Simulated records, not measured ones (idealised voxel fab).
Name of the process module below: voxel wiring stack
The cross-section shown here is cut; it is 205 nm wide and divided into square cells measuring 5 nm on a side.
Notation: cross-section as square-cell grid; stated in bands, top first, going down; one or more cell rows per band. It is stipulated that each band's entry specify, in nanometres, the height of the top of the band and then that of its bottom, followed by the materials of the band in left-to-right sequence, each together with its width in nanometres. A single material marked by the word "throughout" is understood to fill the band from edge to edge; the word "empty" is understood to denote empty space. Heights from 0 (as-received wafer is one material below). Bottom band endless downward, as "0 -> down". When a width is written as two numbers, as in "30..40", the first number is the width in the top row of cells of the band and the second is the width in its bottom row, and the width changes by the same amount from each row to the next. The cross-section has no changed cell in any step marked "remains unaltered". Look at "Enclosed void entries" for the closed voids: empty spaces with no open path to the top, sized 8 cells or up. Each is width x height at distance, distance from the left edge, all nm. Heads up: the bit after the settings on a step's line is the simulator's remark on that step. You can add "overlay nm" to a step's line. For a step with a mask, it describes how far the mask lay to the right of its planned position, and a negative number describes a lay to the left.
# The steps planned for the process are as follows
| 1 | RECEIVE, material Si |
| 2 | CONFORMAL_DEP, material SiO2, thk nm 15 |
| 3 | DIRECTIONAL_DEP, material TiN, thk nm 5 |
| 4 | DIRECTIONAL_DEP, material W, thk nm 25 |
| 5 | PATTERN, tone cover, mask id METAL_1, material resist, width nm 30, pitch nm 55, thk nm 15, overlay nm 0 |
| 6 | DIRECTIONAL_ETCH, etch materials W, depth nm 25 |
| 7 | DIRECTIONAL_ETCH, etch materials TiN, depth nm 5 |
| 8 | STRIP, etch materials resist |
| 9 | FILL_DEP, material lowk, thk nm 5 |
| 10 | CMP, height nm 45 |
| 11 | CONFORMAL_DEP, material SiCN, thk nm 5 |
| 12 | DIRECTIONAL_DEP, material SiO2, thk nm 20 |
| 13 | DIRECTIONAL_DEP, material aC, thk nm 10 |
| 14 | PATTERN, tone open, mask id PLUG_1, material resist, width nm 15, pitch nm 110, thk nm 30, overlay nm 0 |
| 15 | DIRECTIONAL_ETCH, etch materials aC, depth nm 10 |
| 16 | STRIP, etch materials resist |
| 17 | DIRECTIONAL_ETCH, etch materials SiO2, depth nm 10 |
| 18 | DIRECTIONAL_ETCH, etch materials SiCN, depth nm 5 |
| 19 | STRIP, etch materials aC |
| 20 | CONFORMAL_DEP, material TiN, thk nm 5 |
| 21 | FILL_DEP, material W, thk nm 5 |
| 22 | CMP, height nm 70 |
| 23 | DIRECTIONAL_DEP, material TiN, thk nm 5 |
| 24 | DIRECTIONAL_DEP, material W, thk nm 15 |
| 25 | PATTERN, tone cover, mask id METAL_2, material resist, width nm 30, pitch nm 55, thk nm 20, overlay nm 0 |
| 26 | DIRECTIONAL_ETCH, etch materials W, depth nm 15 |
| 27 | DIRECTIONAL_ETCH, etch materials TiN, depth nm 5 |
| 28 | STRIP, etch materials resist |
| 29 | FILL_DEP, material SiO2, thk nm 10 |
| 30 | CMP, height nm 90 |
| 31 | CONFORMAL_DEP, material SiCN, thk nm 5 |
| 32 | DIRECTIONAL_DEP, material lowk, thk nm 30 |
| 33 | PATTERN, tone open, mask id METAL_3_HOLES, material resist, width nm 15, pitch nm 55, thk nm 20, overlay nm 0 |
| 34 | DIRECTIONAL_ETCH, etch materials lowk, depth nm 30 |
| 35 | STRIP, etch materials resist |
| 36 | MASKED_ETCH, tone open, mask id METAL_3, width nm 30, pitch nm 55, etch materials lowk, depth nm 15, overlay nm 0 |
| 37 | MASKED_ETCH, tone open, mask id METAL_3, width nm 30, pitch nm 55, etch materials SiCN, depth nm 5, overlay nm 0 |
| 38 | CONFORMAL_DEP, material TiN, thk nm 5 |
| 39 | FILL_DEP, material Ru, thk nm 10 |
| 40 | CMP, height nm 125 |
| 41 | CONFORMAL_DEP, material SiN, thk nm 5 |
For clarity, it should be stated that the wafers under discussion commence in an identical condition and differ with respect to the depth nm of step 17, the plan indicating the value that the first wafer had.
# Cross-section of the first of several received wafers, showing its state after step 1
> 0 -> down = Si throughout
> Enclosed void entries: none
# Per-wafer rows below. For each material: cells gained (+) or lost (-) since the wafer was received, as of end of module. Then: closed voids
depth nm 10 | +36 Ru | +73 SiCN | +41 SiN | +367 SiO2 | +100 TiN | +146 W | +303 lowk | Enclosed void entries: none
depth nm 15 | +36 Ru | +73 SiCN | +41 SiN | +361 SiO2 | +104 TiN | +148 W | +303 lowk | Enclosed void entries: none
depth nm 20 | +36 Ru | +67 SiCN | +41 SiN | +355 SiO2 | +112 TiN | +152 W | +303 lowk | Enclosed void entries: none
depth nm 25 | +36 Ru | +67 SiCN | +41 SiN | +355 SiO2 | +112 TiN | +152 W | +303 lowk | Enclosed void entries: none
depth nm 30 | +36 Ru | +67 SiCN | +41 SiN | +355 SiO2 | +112 TiN | +152 W | +303 lowk | Enclosed void entries: none
depth nm 35 | +36 Ru | +67 SiCN | +41 SiN | +355 SiO2 | +112 TiN | +152 W | +303 lowk | Enclosed void entries: none
